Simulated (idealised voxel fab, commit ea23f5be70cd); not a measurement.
Proc. module: voxel self aligned contacts
The width of the displayed cross-section, cut, is 280 nm; its cells are square, with a size of 5 nm.
When this document writes out a cross-section, it uses a grid of square cells and lists it as bands, beginning at the top and moving down, with a band standing for one or more rows of cells. Each band's line starts with the height of the band's top and of its bottom, in nm. Then come its materials from left to right, each with its width in nm. One material with "all across" fills the band from edge to edge. "air" is empty space. Heights are expressed relative to 0, this being the level below which the as-received wafer comprises one material exclusively. The lowest band is unbounded in the downward direction and is denoted as in "from 0 down". Think of "30..40" as a width that walks from the first number to the second as you go down the band, top row to bottom row, taking equal-sized steps from row to row. "same as before", as given for a step, is the statement that not any cell of the cross-section underwent a change during that step. "Enclosed void catalog" contains a list of empty spaces, each no smaller than 8 cells and without an open way to the top, written in the form width x height at distance with the distance from the left edge and all three in nm. Read whatever lies past the settings on a step's line as the simulator's own remark about the step. overlay nm: step with mask; distance mask lay right of planned place; negative value = left of planned place.
# The process steps that were planned are listed below
1: RECEIVE: material Si
2: CONFORMAL_DEP: material SiO2, thk nm 5
3: DIRECTIONAL_DEP: material polySi, thk nm 25
4: DIRECTIONAL_DEP: material SiN, thk nm 20
5: DIRECTIONAL_DEP: material aC, thk nm 10
6: PATTERN: tone cover, mask id GATE, material resist, width nm 35, pitch nm 70, thk nm 25, overlay nm 0
7: DIRECTIONAL_ETCH: etch materials aC, depth nm 10
8: STRIP: etch materials resist
9: DIRECTIONAL_ETCH: etch materials SiN, depth nm 20
10: DIRECTIONAL_ETCH: etch materials polySi, depth nm 25
11: STRIP: etch materials aC
12: CONFORMAL_DEP: material SiN, thk nm 5
13: DIRECTIONAL_ETCH: etch materials SiN, depth nm 5
14: FILL_DEP: material SiO2, thk nm 10
15: CMP: height nm 55
16: DIRECTIONAL_DEP: material aC, thk nm 10
17: PATTERN: tone open, mask id CONTACT, material resist, width nm 55, pitch nm 70, thk nm 25, overlay nm 0
18: DIRECTIONAL_ETCH: etch materials aC, depth nm 10
19: STRIP: etch materials resist
20: DIRECTIONAL_ETCH: etch materials SiO2, depth nm 55
21: STRIP: etch materials aC
22: CONFORMAL_DEP: material TiN, thk nm 5
23: FILL_DEP: material Ru, thk nm 10
24: CMP: height nm 55
25: CONFORMAL_DEP: material SiN, thk nm 5
# The following pertains to the first of two wafers, which was processed as planned
# The cross-section here shows the wafer as received, i.e. in its state after step 1
- from 0 down = Si all across
- Enclosed void catalog: none
# Once step 2 is through, the wafer looks like this in cross-section
- from 5 to 0 = SiO2 all across
- Nothing below the height 0 has changed.
# Once step 3 is through, the wafer looks like this in cross-section
- from 30 to 5 = polySi all across
- Nothing below the height 5 has changed.
# Once step 4 is through, the wafer looks like this in cross-section
- from 50 to 30 = SiN all across
- Nothing below the height 30 has changed.
# Once step 5 is through, the wafer looks like this in cross-section
- from 60 to 50 = aC all across
- Nothing below the height 50 has changed.
# Once step 6 is through, the wafer looks like this in cross-section
- from 85 to 60 = air 50 nm  resist 35 nm  air 35 nm  resist 35 nm  air 35 nm  resist 35 nm  air 55 nm
- Nothing below the height 60 has changed.
# Once step 7 is through, the wafer looks like this in cross-section
- from 75 to 60 = air 50 nm  resist 35 nm  air 35 nm  resist 35 nm  air 35 nm  resist 35 nm  air 55 nm
- from 60 to 50 = air 50 nm  aC 35 nm  air 35 nm  aC 35 nm  air 35 nm  aC 35 nm  air 55 nm
- Nothing below the height 50 has changed.
# Once step 8 is through, the wafer looks like this in cross-section
- from 60 to 50 = air 50 nm  aC 35 nm  air 35 nm  aC 35 nm  air 35 nm  aC 35 nm  air 55 nm
- Nothing below the height 50 has changed.
# Once step 9 is through, the wafer looks like this in cross-section
- from 60 to 50 = air 50 nm  aC 35 nm  air 35 nm  aC 35 nm  air 35 nm  aC 35 nm  air 55 nm
- from 50 to 30 = air 50 nm  SiN 35 nm  air 35 nm  SiN 35 nm  air 35 nm  SiN 35 nm  air 55 nm
- Nothing below the height 30 has changed.
# Once step 10 is through, the wafer looks like this in cross-section
- from 60 to 50 = air 50 nm  aC 35 nm  air 35 nm  aC 35 nm  air 35 nm  aC 35 nm  air 55 nm
- from 50 to 30 = air 50 nm  SiN 35 nm  air 35 nm  SiN 35 nm  air 35 nm  SiN 35 nm  air 55 nm
- from 30 to 5 = air 50 nm  polySi 35 nm  air 35 nm  polySi 35 nm  air 35 nm  polySi 35 nm  air 55 nm
- Nothing below the height 5 has changed.
# Once step 11 is through, the wafer looks like this in cross-section
- from 50 to 30 = air 50 nm  SiN 35 nm  air 35 nm  SiN 35 nm  air 35 nm  SiN 35 nm  air 55 nm
- Nothing below the height 30 has changed.
# Once step 12 is through, the wafer looks like this in cross-section
- from 55 to 30 = air 45 nm  SiN 45 nm  air 25 nm  SiN 45 nm  air 25 nm  SiN 45 nm  air 50 nm
- from 30 to 10 = air 45 nm  SiN 5 nm  polySi 35 nm  SiN 5 nm  air 25 nm  SiN 5 nm  polySi 35 nm  SiN 5 nm  air 25 nm  SiN 5 nm  polySi 35 nm  SiN 5 nm  air 50 nm
- from 10 to 5 = SiN 50 nm  polySi 35 nm  SiN 35 nm  polySi 35 nm  SiN 35 nm  polySi 35 nm  SiN 55 nm
- Nothing below the height 5 has changed.
# Once step 13 is through, the wafer looks like this in cross-section
- from 50 to 30 = air 45 nm  SiN 45 nm  air 25 nm  SiN 45 nm  air 25 nm  SiN 45 nm  air 50 nm
- from 30 to 5 = air 45 nm  SiN 5 nm  polySi 35 nm  SiN 5 nm  air 25 nm  SiN 5 nm  polySi 35 nm  SiN 5 nm  air 25 nm  SiN 5 nm  polySi 35 nm  SiN 5 nm  air 50 nm
- Nothing below the height 5 has changed.
# Once step 14 is through, the wafer looks like this in cross-section
- from 60 to 50 = SiO2 all across
- from 50 to 30 = SiO2 45 nm  SiN 45 nm  SiO2 25 nm  SiN 45 nm  SiO2 25 nm  SiN 45 nm  SiO2 50 nm
- from 30 to 5 = SiO2 45 nm  SiN 5 nm  polySi 35 nm  SiN 5 nm  SiO2 25 nm  SiN 5 nm  polySi 35 nm  SiN 5 nm  SiO2 25 nm  SiN 5 nm  polySi 35 nm  SiN 5 nm  SiO2 50 nm
- Nothing below the height 5 has changed.
# Once step 15 is through, the wafer looks like this in cross-section
- from 55 to 50 = SiO2 all across
- Nothing below the height 50 has changed.
# Once step 16 is through, the wafer looks like this in cross-section
- from 65 to 55 = aC all across
- Nothing below the height 55 has changed.
# Once step 17 is through, the wafer looks like this in cross-section
- from 90 to 65 = resist 75 nm  air 55 nm  resist 15 nm  air 55 nm  resist 80 nm
- Nothing below the height 65 has changed.
# Once step 18 is through, the wafer looks like this in cross-section
- from 80 to 65 = resist 75 nm  air 55 nm  resist 15 nm  air 55 nm  resist 80 nm
- from 65 to 55 = aC 75 nm  air 55 nm  aC 15 nm  air 55 nm  aC 80 nm
- Nothing below the height 55 has changed.
# Once step 19 is through, the wafer looks like this in cross-section
- from 65 to 55 = aC 75 nm  air 55 nm  aC 15 nm  air 55 nm  aC 80 nm
- Nothing below the height 55 has changed.
# Once step 20 is through, the wafer looks like this in cross-section
- from 65 to 55 = aC 75 nm  air 55 nm  aC 15 nm  air 55 nm  aC 80 nm
- from 55 to 50 = SiO2 75 nm  air 55 nm  SiO2 15 nm  air 55 nm  SiO2 80 nm
- from 50 to 30 = SiO2 45 nm  SiN 45 nm  air 25 nm  SiN 45 nm  air 25 nm  SiN 45 nm  SiO2 50 nm
- from 30 to 5 = SiO2 45 nm  SiN 5 nm  polySi 35 nm  SiN 5 nm  air 25 nm  SiN 5 nm  polySi 35 nm  SiN 5 nm  air 25 nm  SiN 5 nm  polySi 35 nm  SiN 5 nm  SiO2 50 nm
- from 5 to 0 = SiO2 90 nm  air 25 nm  SiO2 45 nm  air 25 nm  SiO2 95 nm
- Nothing below the height 0 has changed.
# Once step 21 is through, the wafer looks like this in cross-section
- from 55 to 50 = SiO2 75 nm  air 55 nm  SiO2 15 nm  air 55 nm  SiO2 80 nm
- Nothing below the height 50 has changed.
# Once step 22 is through, the wafer looks like this in cross-section
- from 60 to 55 = TiN 80 nm  air 45 nm  TiN 25 nm  air 45 nm  TiN 85 nm
- from 55 to 50 = SiO2 75 nm  TiN 20 nm  air 15 nm  TiN 20 nm  SiO2 15 nm  TiN 20 nm  air 15 nm  TiN 20 nm  SiO2 80 nm
- from 50 to 30 = SiO2 45 nm  SiN 45 nm  TiN 5 nm  air 15 nm  TiN 5 nm  SiN 45 nm  TiN 5 nm  air 15 nm  TiN 5 nm  SiN 45 nm  SiO2 50 nm
- from 30 to 5 = SiO2 45 nm  SiN 5 nm  polySi 35 nm  SiN 5 nm  TiN 5 nm  air 15 nm  TiN 5 nm  SiN 5 nm  polySi 35 nm  SiN 5 nm  TiN 5 nm  air 15 nm  TiN 5 nm  SiN 5 nm  polySi 35 nm  SiN 5 nm  SiO2 50 nm
- from 5 to 0 = SiO2 90 nm  TiN 25 nm  SiO2 45 nm  TiN 25 nm  SiO2 95 nm
- Nothing below the height 0 has changed.
# Once step 23 is through, the wafer looks like this in cross-section
- from 70 to 60 = Ru all across
- from 60 to 55 = TiN 80 nm  Ru 45 nm  TiN 25 nm  Ru 45 nm  TiN 85 nm
- from 55 to 50 = SiO2 75 nm  TiN 20 nm  Ru 15 nm  TiN 20 nm  SiO2 15 nm  TiN 20 nm  Ru 15 nm  TiN 20 nm  SiO2 80 nm
- from 50 to 30 = SiO2 45 nm  SiN 45 nm  TiN 5 nm  Ru 15 nm  TiN 5 nm  SiN 45 nm  TiN 5 nm  Ru 15 nm  TiN 5 nm  SiN 45 nm  SiO2 50 nm
- from 30 to 5 = SiO2 45 nm  SiN 5 nm  polySi 35 nm  SiN 5 nm  TiN 5 nm  Ru 15 nm  TiN 5 nm  SiN 5 nm  polySi 35 nm  SiN 5 nm  TiN 5 nm  Ru 15 nm  TiN 5 nm  SiN 5 nm  polySi 35 nm  SiN 5 nm  SiO2 50 nm
- Nothing below the height 5 has changed.
# Once step 24 is through, the wafer looks like this in cross-section
- from 55 to 50 = SiO2 75 nm  TiN 20 nm  Ru 15 nm  TiN 20 nm  SiO2 15 nm  TiN 20 nm  Ru 15 nm  TiN 20 nm  SiO2 80 nm
- Nothing below the height 50 has changed.
# Once step 25 is through, the wafer looks like this in cross-section
- from 60 to 55 = SiN all across
- Nothing below the height 55 has changed.
# Second wafer: same start and same plan as the first, one execution error; identical to the first through step 3
# Look at the second wafer in cross-section at the time step 4 ought to have finished
- from 70 to 30 = SiN all across
- Nothing below the height 30 has changed.
# Look at the second wafer in cross-section at the time step 5 ought to have finished
- from 80 to 70 = aC all across
- Nothing below the height 70 has changed.
# Look at the second wafer in cross-section at the time step 6 ought to have finished
- from 105 to 80 = air 50 nm  resist 35 nm  air 35 nm  resist 35 nm  air 35 nm  resist 35 nm  air 55 nm
- Nothing below the height 80 has changed.
# Look at the second wafer in cross-section at the time step 7 ought to have finished
- from 95 to 80 = air 50 nm  resist 35 nm  air 35 nm  resist 35 nm  air 35 nm  resist 35 nm  air 55 nm
- from 80 to 70 = air 50 nm  aC 35 nm  air 35 nm  aC 35 nm  air 35 nm  aC 35 nm  air 55 nm
- Nothing below the height 70 has changed.
# Look at the second wafer in cross-section at the time step 8 ought to have finished
- from 80 to 70 = air 50 nm  aC 35 nm  air 35 nm  aC 35 nm  air 35 nm  aC 35 nm  air 55 nm
- Nothing below the height 70 has changed.
# Look at the second wafer in cross-section at the time step 9 ought to have finished
- from 80 to 70 = air 50 nm  aC 35 nm  air 35 nm  aC 35 nm  air 35 nm  aC 35 nm  air 55 nm
- from 70 to 50 = air 50 nm  SiN 35 nm  air 35 nm  SiN 35 nm  air 35 nm  SiN 35 nm  air 55 nm
- Nothing below the height 50 has changed.
Look at the second wafer in cross-section at the time step 10 ought to have finished: same as before
# Look at the second wafer in cross-section at the time step 11 ought to have finished
- from 70 to 50 = air 50 nm  SiN 35 nm  air 35 nm  SiN 35 nm  air 35 nm  SiN 35 nm  air 55 nm
- Nothing below the height 50 has changed.
# Look at the second wafer in cross-section at the time step 12 ought to have finished
- from 75 to 55 = air 45 nm  SiN 45 nm  air 25 nm  SiN 45 nm  air 25 nm  SiN 45 nm  air 50 nm
- from 55 to 30 = SiN all across
- Nothing below the height 30 has changed.
# Look at the second wafer in cross-section at the time step 13 ought to have finished
- from 70 to 50 = air 45 nm  SiN 45 nm  air 25 nm  SiN 45 nm  air 25 nm  SiN 45 nm  air 50 nm
- Nothing below the height 50 has changed.
# Look at the second wafer in cross-section at the time step 14 ought to have finished
- from 80 to 70 = SiO2 all across
- from 70 to 50 = SiO2 45 nm  SiN 45 nm  SiO2 25 nm  SiN 45 nm  SiO2 25 nm  SiN 45 nm  SiO2 50 nm
- Nothing below the height 50 has changed.
# Look at the second wafer in cross-section at the time step 15 ought to have finished
- from 55 to 50 = SiO2 45 nm  SiN 45 nm  SiO2 25 nm  SiN 45 nm  SiO2 25 nm  SiN 45 nm  SiO2 50 nm
- Nothing below the height 50 has changed.
# Look at the second wafer in cross-section at the time step 16 ought to have finished
- from 65 to 55 = aC all across
- Nothing below the height 55 has changed.
# Look at the second wafer in cross-section at the time step 17 ought to have finished
- from 90 to 65 = resist 75 nm  air 55 nm  resist 15 nm  air 55 nm  resist 80 nm
- Nothing below the height 65 has changed.
# Look at the second wafer in cross-section at the time step 18 ought to have finished
- from 80 to 65 = resist 75 nm  air 55 nm  resist 15 nm  air 55 nm  resist 80 nm
- from 65 to 55 = aC 75 nm  air 55 nm  aC 15 nm  air 55 nm  aC 80 nm
- Nothing below the height 55 has changed.
# Look at the second wafer in cross-section at the time step 19 ought to have finished
- from 65 to 55 = aC 75 nm  air 55 nm  aC 15 nm  air 55 nm  aC 80 nm
- Nothing below the height 55 has changed.
# Look at the second wafer in cross-section at the time step 20 ought to have finished
- from 65 to 55 = aC 75 nm  air 55 nm  aC 15 nm  air 55 nm  aC 80 nm
- from 55 to 50 = SiO2 45 nm  SiN 45 nm  air 25 nm  SiN 45 nm  air 25 nm  SiN 45 nm  SiO2 50 nm
- Nothing below the height 50 has changed.
# Look at the second wafer in cross-section at the time step 21 ought to have finished
- from 55 to 50 = SiO2 45 nm  SiN 45 nm  air 25 nm  SiN 45 nm  air 25 nm  SiN 45 nm  SiO2 50 nm
- Nothing below the height 50 has changed.
# Look at the second wafer in cross-section at the time step 22 ought to have finished
- from 60 to 55 = TiN 95 nm  air 15 nm  TiN 55 nm  air 15 nm  TiN 100 nm
- from 55 to 50 = SiO2 45 nm  SiN 45 nm  TiN 25 nm  SiN 45 nm  TiN 25 nm  SiN 45 nm  SiO2 50 nm
- Nothing below the height 50 has changed.
# Look at the second wafer in cross-section at the time step 23 ought to have finished
- from 70 to 60 = Ru all across
- from 60 to 55 = TiN 95 nm  Ru 15 nm  TiN 55 nm  Ru 15 nm  TiN 100 nm
- Nothing below the height 55 has changed.
# Look at the second wafer in cross-section at the time step 24 ought to have finished
- from 55 to 50 = SiO2 45 nm  SiN 45 nm  TiN 25 nm  SiN 45 nm  TiN 25 nm  SiN 45 nm  SiO2 50 nm
- Nothing below the height 50 has changed.
# Look at the second wafer in cross-section at the time step 25 ought to have finished
- from 60 to 55 = SiN all across
- Nothing below the height 55 has changed.
Which mistake was made when the wafer was run? twice over, step 4 of the plan was run
Wafer comparison, final, in cells, second relative to first, materials more or fewer: Ru: 60 fewer | SiN: 113 more | SiO2: 176 fewer | TiN: 52 fewer | polySi: 175 more
